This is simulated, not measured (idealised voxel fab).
Herein follows the process module entitled voxel wiring stack.
In the cross-section labelled cut, the width is 165 nm and each square cell is 5 nm.
Cross-section spec: square-cell grid; bands listed top down; each band is one or more rows. For a band, the entry starts with two heights in nm, that of the top and then that of the bottom, and carries on with the band's materials in order from left to right, each alongside its width in nm; the word "edge to edge" beside a single material means it fills the band edge to edge, and "empty" means empty space. Heads up on the height convention: 0 is the point under which the incoming wafer is all one material, and the lowest band has no bottom, it just keeps going down, like "0 down". A two-number width, for instance "30..40", indicates that the width is equal to the first number in the top row of the band and to the second number in the bottom row, and that it changes by a constant amount per row of cells. Any step labelled "everything unchanged" changed none of the cells in the cross-section. Any empty space of 8 cells or more lacking an open way to the top shows up in "Fully closed voids" as width x height at distance, distance from the left edge, in nm. Note: text after step settings on the step line = simulator remark on that step. "overlay nm" denotes, for a step that has a mask, the displacement of the mask to the right of its planned place, with negative values corresponding to the left.

-- Planned step list for the process
1. RECEIVE (material Si)
2. CONFORMAL_DEP (material SiO2; thk nm 10)
3. CONFORMAL_DEP (material SiCN; thk nm 5)
4. DIRECTIONAL_DEP (material lowk; thk nm 20)
5. MASKED_ETCH (tone open; mask id METAL_1; width nm 20; pitch nm 35; etch materials lowk; depth nm 20; overlay nm 0)
6. MASKED_ETCH (tone open; mask id METAL_1; width nm 20; pitch nm 35; etch materials SiCN; depth nm 5; overlay nm 0)
7. CONFORMAL_DEP (material TiN; thk nm 5)
8. FILL_DEP (material Ru; thk nm 10)
9. CMP (height nm 35)
10. CONFORMAL_DEP (material SiCN; thk nm 5)
11. DIRECTIONAL_DEP (material SiO2; thk nm 35)
12. MASKED_ETCH (tone open; mask id METAL_2; width nm 20; pitch nm 35; etch materials SiO2; depth nm 20; overlay nm 0)
13. MASKED_ETCH (tone open; mask id METAL_2_HOLES; width nm 15; pitch nm 70; etch materials SiO2; depth nm 15; overlay nm 0)
14. MASKED_ETCH (tone open; mask id METAL_2_HOLES; width nm 15; pitch nm 70; etch materials SiCN; depth nm 5; overlay nm 0)
15. CONFORMAL_DEP (material TiN; thk nm 5)
16. FILL_DEP (material Cu; thk nm 5)
17. CMP (height nm 75)
18. CONFORMAL_DEP (material SiCN; thk nm 5)

-- So, the first of our two wafers, run just as we planned it

-- Wafer cross-section on receipt, i.e. after step 1
	0 down: Si edge to edge
	Fully closed voids: none

-- Cross-section of the wafer subsequent to step 2
	10 to 0: SiO2 edge to edge
	Below 0, the layers are the same as they were.

-- Cross-section of the wafer subsequent to step 3
	15 to 10: SiCN edge to edge
	Below 10, the layers are the same as they were.

-- Cross-section of the wafer subsequent to step 4
	35 to 15: lowk edge to edge
	Below 15, the layers are the same as they were.

-- Cross-section of the wafer subsequent to step 5
	35 to 15: 35 of lowk, then 20 of empty, then 15 of lowk, then 20 of empty, then 15 of lowk, then 20 of empty, then 40 of lowk
	Below 15, the layers are the same as they were.

-- Cross-section of the wafer subsequent to step 6
	35 to 15: 35 of lowk, then 20 of empty, then 15 of lowk, then 20 of empty, then 15 of lowk, then 20 of empty, then 40 of lowk
	15 to 10: 35 of SiCN, then 20 of empty, then 15 of SiCN, then 20 of empty, then 15 of SiCN, then 20 of empty, then 40 of SiCN
	Below 10, the layers are the same as they were.

-- Cross-section of the wafer subsequent to step 7
	40 to 35: 40 of TiN, then 10 of empty, then 25 of TiN, then 10 of empty, then 25 of TiN, then 10 of empty, then 45 of TiN
	35 to 15: 35 of lowk, then 5 of TiN, then 10 of empty, then 5 of TiN, then 15 of lowk, then 5 of TiN, then 10 of empty, then 5 of TiN, then 15 of lowk, then 5 of TiN, then 10 of empty, then 5 of TiN, then 40 of lowk
	15 to 10: 35 of SiCN, then 20 of TiN, then 15 of SiCN, then 20 of TiN, then 15 of SiCN, then 20 of TiN, then 40 of SiCN
	Below 10, the layers are the same as they were.

-- Cross-section of the wafer subsequent to step 8
	50 to 40: Ru edge to edge
	40 to 35: 40 of TiN, then 10 of Ru, then 25 of TiN, then 10 of Ru, then 25 of TiN, then 10 of Ru, then 45 of TiN
	35 to 15: 35 of lowk, then 5 of TiN, then 10 of Ru, then 5 of TiN, then 15 of lowk, then 5 of TiN, then 10 of Ru, then 5 of TiN, then 15 of lowk, then 5 of TiN, then 10 of Ru, then 5 of TiN, then 40 of lowk
	Below 15, the layers are the same as they were.

-- Cross-section of the wafer subsequent to step 9
	35 to 15: 35 of lowk, then 5 of TiN, then 10 of Ru, then 5 of TiN, then 15 of lowk, then 5 of TiN, then 10 of Ru, then 5 of TiN, then 15 of lowk, then 5 of TiN, then 10 of Ru, then 5 of TiN, then 40 of lowk
	Below 15, the layers are the same as they were.

-- Cross-section of the wafer subsequent to step 10
	40 to 35: SiCN edge to edge
	Below 35, the layers are the same as they were.

-- Cross-section of the wafer subsequent to step 11
	75 to 40: SiO2 edge to edge
	Below 40, the layers are the same as they were.

-- Cross-section of the wafer subsequent to step 12
	75 to 55: 35 of SiO2, then 20 of empty, then 15 of SiO2, then 20 of empty, then 15 of SiO2, then 20 of empty, then 40 of SiO2
	Below 55, the layers are the same as they were.

-- Cross-section of the wafer subsequent to step 13
	75 to 55: 35 of SiO2, then 20 of empty, then 15 of SiO2, then 20 of empty, then 15 of SiO2, then 20 of empty, then 40 of SiO2
	55 to 40: 35 of SiO2, then 15 of empty, then 55 of SiO2, then 15 of empty, then 45 of SiO2
	Below 40, the layers are the same as they were.

-- Cross-section of the wafer subsequent to step 14
	75 to 55: 35 of SiO2, then 20 of empty, then 15 of SiO2, then 20 of empty, then 15 of SiO2, then 20 of empty, then 40 of SiO2
	55 to 40: 35 of SiO2, then 15 of empty, then 55 of SiO2, then 15 of empty, then 45 of SiO2
	40 to 35: 35 of SiCN, then 15 of empty, then 55 of SiCN, then 15 of empty, then 45 of SiCN
	Below 35, the layers are the same as they were.

-- Cross-section of the wafer subsequent to step 15
	80 to 75: 40 of TiN, then 10 of empty, then 25 of TiN, then 10 of empty, then 25 of TiN, then 10 of empty, then 45 of TiN
	75 to 60: 35 of SiO2, then 5 of TiN, then 10 of empty, then 5 of TiN, then 15 of SiO2, then 5 of TiN, then 10 of empty, then 5 of TiN, then 15 of SiO2, then 5 of TiN, then 10 of empty, then 5 of TiN, then 40 of SiO2
	60 to 55: 35 of SiO2, then 5 of TiN, then 5 of empty, then 10 of TiN, then 15 of SiO2, then 20 of TiN, then 15 of SiO2, then 5 of TiN, then 5 of empty, then 10 of TiN, then 40 of SiO2
	55 to 40: 35 of SiO2, then 5 of TiN, then 5 of empty, then 5 of TiN, then 55 of SiO2, then 5 of TiN, then 5 of empty, then 5 of TiN, then 45 of SiO2
	40 to 35: 35 of SiCN, then 15 of TiN, then 55 of SiCN, then 15 of TiN, then 45 of SiCN
	Below 35, the layers are the same as they were.

-- Cross-section of the wafer subsequent to step 16
	85 to 80: Cu edge to edge
	80 to 75: 40 of TiN, then 10 of Cu, then 25 of TiN, then 10 of Cu, then 25 of TiN, then 10 of Cu, then 45 of TiN
	75 to 60: 35 of SiO2, then 5 of TiN, then 10 of Cu, then 5 of TiN, then 15 of SiO2, then 5 of TiN, then 10 of Cu, then 5 of TiN, then 15 of SiO2, then 5 of TiN, then 10 of Cu, then 5 of TiN, then 40 of SiO2
	60 to 55: 35 of SiO2, then 5 of TiN, then 5 of Cu, then 10 of TiN, then 15 of SiO2, then 20 of TiN, then 15 of SiO2, then 5 of TiN, then 5 of Cu, then 10 of TiN, then 40 of SiO2
	55 to 40: 35 of SiO2, then 5 of TiN, then 5 of Cu, then 5 of TiN, then 55 of SiO2, then 5 of TiN, then 5 of Cu, then 5 of TiN, then 45 of SiO2
	Below 40, the layers are the same as they were.

-- Cross-section of the wafer subsequent to step 17
	75 to 60: 35 of SiO2, then 5 of TiN, then 10 of Cu, then 5 of TiN, then 15 of SiO2, then 5 of TiN, then 10 of Cu, then 5 of TiN, then 15 of SiO2, then 5 of TiN, then 10 of Cu, then 5 of TiN, then 40 of SiO2
	Below 60, the layers are the same as they were.

-- Cross-section of the wafer subsequent to step 18
	80 to 75: SiCN edge to edge
	Below 75, the layers are the same as they were.

-- Here the second wafer is described. Its start and its plan were those of the first wafer. Its run contained one mistake. Up to and including step 4, it did exactly what the first wafer did

-- What the second wafer looks like in cross-section when step 5 should have wrapped up
	35 to 15: 35 of empty, then 20 of lowk, then 15 of empty, then 20 of lowk, then 15 of empty, then 20 of lowk, then 40 of empty
	Below 15, the layers are the same as they were.

What the second wafer looks like in cross-section when step 6 should have wrapped up: everything unchanged

-- What the second wafer looks like in cross-section when step 7 should have wrapped up
	40 to 35: 30 of empty, then 30 of TiN, then 5 of empty, then 30 of TiN, then 5 of empty, then 30 of TiN, then 35 of empty
	35 to 20: 30 of empty, then 5 of TiN, then 20 of lowk, then 5 of TiN, then 5 of empty, then 5 of TiN, then 20 of lowk, then 5 of TiN, then 5 of empty, then 5 of TiN, then 20 of lowk, then 5 of TiN, then 35 of empty
	20 to 15: 35 of TiN, then 20 of lowk, then 15 of TiN, then 20 of lowk, then 15 of TiN, then 20 of lowk, then 40 of TiN
	Below 15, the layers are the same as they were.

-- What the second wafer looks like in cross-section when step 8 should have wrapped up
	50 to 40: Ru edge to edge
	40 to 35: 30 of Ru, then 30 of TiN, then 5 of Ru, then 30 of TiN, then 5 of Ru, then 30 of TiN, then 35 of Ru
	35 to 20: 30 of Ru, then 5 of TiN, then 20 of lowk, then 5 of TiN, then 5 of Ru, then 5 of TiN, then 20 of lowk, then 5 of TiN, then 5 of Ru, then 5 of TiN, then 20 of lowk, then 5 of TiN, then 35 of Ru
	Below 20, the layers are the same as they were.

-- What the second wafer looks like in cross-section when step 9 should have wrapped up
	35 to 20: 30 of Ru, then 5 of TiN, then 20 of lowk, then 5 of TiN, then 5 of Ru, then 5 of TiN, then 20 of lowk, then 5 of TiN, then 5 of Ru, then 5 of TiN, then 20 of lowk, then 5 of TiN, then 35 of Ru
	Below 20, the layers are the same as they were.

-- What the second wafer looks like in cross-section when step 10 should have wrapped up
	40 to 35: SiCN edge to edge
	Below 35, the layers are the same as they were.

-- What the second wafer looks like in cross-section when step 11 should have wrapped up
	75 to 40: SiO2 edge to edge
	Below 40, the layers are the same as they were.

-- What the second wafer looks like in cross-section when step 12 should have wrapped up
	75 to 55: 35 of SiO2, then 20 of empty, then 15 of SiO2, then 20 of empty, then 15 of SiO2, then 20 of empty, then 40 of SiO2
	Below 55, the layers are the same as they were.

-- What the second wafer looks like in cross-section when step 13 should have wrapped up
	75 to 55: 35 of SiO2, then 20 of empty, then 15 of SiO2, then 20 of empty, then 15 of SiO2, then 20 of empty, then 40 of SiO2
	55 to 40: 35 of SiO2, then 15 of empty, then 55 of SiO2, then 15 of empty, then 45 of SiO2
	Below 40, the layers are the same as they were.

-- What the second wafer looks like in cross-section when step 14 should have wrapped up
	75 to 55: 35 of SiO2, then 20 of empty, then 15 of SiO2, then 20 of empty, then 15 of SiO2, then 20 of empty, then 40 of SiO2
	55 to 40: 35 of SiO2, then 15 of empty, then 55 of SiO2, then 15 of empty, then 45 of SiO2
	40 to 35: 35 of SiCN, then 15 of empty, then 55 of SiCN, then 15 of empty, then 45 of SiCN
	Below 35, the layers are the same as they were.

-- What the second wafer looks like in cross-section when step 15 should have wrapped up
	80 to 75: 40 of TiN, then 10 of empty, then 25 of TiN, then 10 of empty, then 25 of TiN, then 10 of empty, then 45 of TiN
	75 to 60: 35 of SiO2, then 5 of TiN, then 10 of empty, then 5 of TiN, then 15 of SiO2, then 5 of TiN, then 10 of empty, then 5 of TiN, then 15 of SiO2, then 5 of TiN, then 10 of empty, then 5 of TiN, then 40 of SiO2
	60 to 55: 35 of SiO2, then 5 of TiN, then 5 of empty, then 10 of TiN, then 15 of SiO2, then 20 of TiN, then 15 of SiO2, then 5 of TiN, then 5 of empty, then 10 of TiN, then 40 of SiO2
	55 to 40: 35 of SiO2, then 5 of TiN, then 5 of empty, then 5 of TiN, then 55 of SiO2, then 5 of TiN, then 5 of empty, then 5 of TiN, then 45 of SiO2
	40 to 35: 35 of SiCN, then 15 of TiN, then 55 of SiCN, then 15 of TiN, then 45 of SiCN
	Below 35, the layers are the same as they were.

-- What the second wafer looks like in cross-section when step 16 should have wrapped up
	85 to 80: Cu edge to edge
	80 to 75: 40 of TiN, then 10 of Cu, then 25 of TiN, then 10 of Cu, then 25 of TiN, then 10 of Cu, then 45 of TiN
	75 to 60: 35 of SiO2, then 5 of TiN, then 10 of Cu, then 5 of TiN, then 15 of SiO2, then 5 of TiN, then 10 of Cu, then 5 of TiN, then 15 of SiO2, then 5 of TiN, then 10 of Cu, then 5 of TiN, then 40 of SiO2
	60 to 55: 35 of SiO2, then 5 of TiN, then 5 of Cu, then 10 of TiN, then 15 of SiO2, then 20 of TiN, then 15 of SiO2, then 5 of TiN, then 5 of Cu, then 10 of TiN, then 40 of SiO2
	55 to 40: 35 of SiO2, then 5 of TiN, then 5 of Cu, then 5 of TiN, then 55 of SiO2, then 5 of TiN, then 5 of Cu, then 5 of TiN, then 45 of SiO2
	Below 40, the layers are the same as they were.

-- What the second wafer looks like in cross-section when step 17 should have wrapped up
	75 to 60: 35 of SiO2, then 5 of TiN, then 10 of Cu, then 5 of TiN, then 15 of SiO2, then 5 of TiN, then 10 of Cu, then 5 of TiN, then 15 of SiO2, then 5 of TiN, then 10 of Cu, then 5 of TiN, then 40 of SiO2
	Below 60, the layers are the same as they were.

-- What the second wafer looks like in cross-section when step 18 should have wrapped up
	80 to 75: SiCN edge to edge
	Below 75, the layers are the same as they were.
What was the processing mistake? step 5 ran as: MASKED_ETCH (tone cover; mask id METAL_1; width nm 20; pitch nm 35; etch materials lowk; depth nm 20; overlay nm 0)
Wafer comparison, final, in cells, second relative to first, materials more or fewer: +21 Ru | +12 SiCN | +3 TiN | -36 lowk
